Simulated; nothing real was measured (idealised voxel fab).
process module | voxel plated lines
Cross-sectional view cut (width: 225 nm; square cell size: 5 nm).
Cross-sections here: square-cell grids, written as top-down lists of bands, a band being one or more rows of cells.
It is stipulated that each band's entry specify, in nanometres, the height of the top of the band and then that of its bottom, followed by the materials of the band in left-to-right sequence, each together with its width in nanometres. A single material marked by the word "everywhere" is understood to fill the band from edge to edge; the word "air" is understood to denote empty space.
Height reference: 0 = level under which incoming wafer is all one material. Lowest band: no bottom, runs on downward, e.g. "0 -> down".
Top row gets the first number, bottom row gets the second, and each row in between changes by the same step: that is how a band width like "30 to 40" works.
Take "no modification" at face value: in the step it is given for, the cross-section changed in none of its cells.
Listed in "Enclosed voids": every empty space of 8 or more cells without an open way to the top. Form: width x height at distance, the distance being from the left edge, all in nm.
On each step's line, the part that comes after the settings is the simulator's own comment on the step.
Among the settings permitted on a step's line is "overlay nm"; applied to a step with a mask, it specifies the extent to which the mask lay to the right of its planned position, whereas a negative figure signifies a position to the left.
Listed below are the process steps as planned
1,RECEIVE [material Si]
2,CONFORMAL_DEP [material Al2O3] [thk nm 10]
3,DIRECTIONAL_DEP [material TiN] [thk nm 5]
4,PATTERN [tone open] [mask id LINES] [material resist] [width nm 25] [pitch nm 55] [thk nm 15] [overlay nm 0]
5,EPI [material Ru] [thk nm 10]
6,STRIP [etch materials resist]
7,DIRECTIONAL_ETCH [etch materials TiN] [depth nm 5]
8,CONFORMAL_DEP [material SiO2] [thk nm 10]
Wafer as received: cross-section following step 1
> 0 -> down: Si everywhere
> Enclosed voids: none
Cross-section at module end, one run error; start and plan unchanged from above
> 45 -> 35: 55 air; 110 SiO2; 60 air
> 35 -> 30: 55 air; 10 SiO2; 35 Ru; 20 SiO2; 35 Ru; 10 SiO2; 60 air
> 30 -> 20: 55 air; 15 SiO2; 25 Ru; 30 SiO2; 25 Ru; 15 SiO2; 60 air
> 20 -> 15: 70 SiO2; 25 Ru; 30 SiO2; 25 Ru; 75 SiO2
> 15 -> 10: 65 SiO2; 35 TiN; 20 SiO2; 35 TiN; 70 SiO2
> 10 -> 0: Al2O3 everywhere
> 0 -> down: Si everywhere
> Enclosed voids: none
what went wrong: twice, step 5 of the plan was run
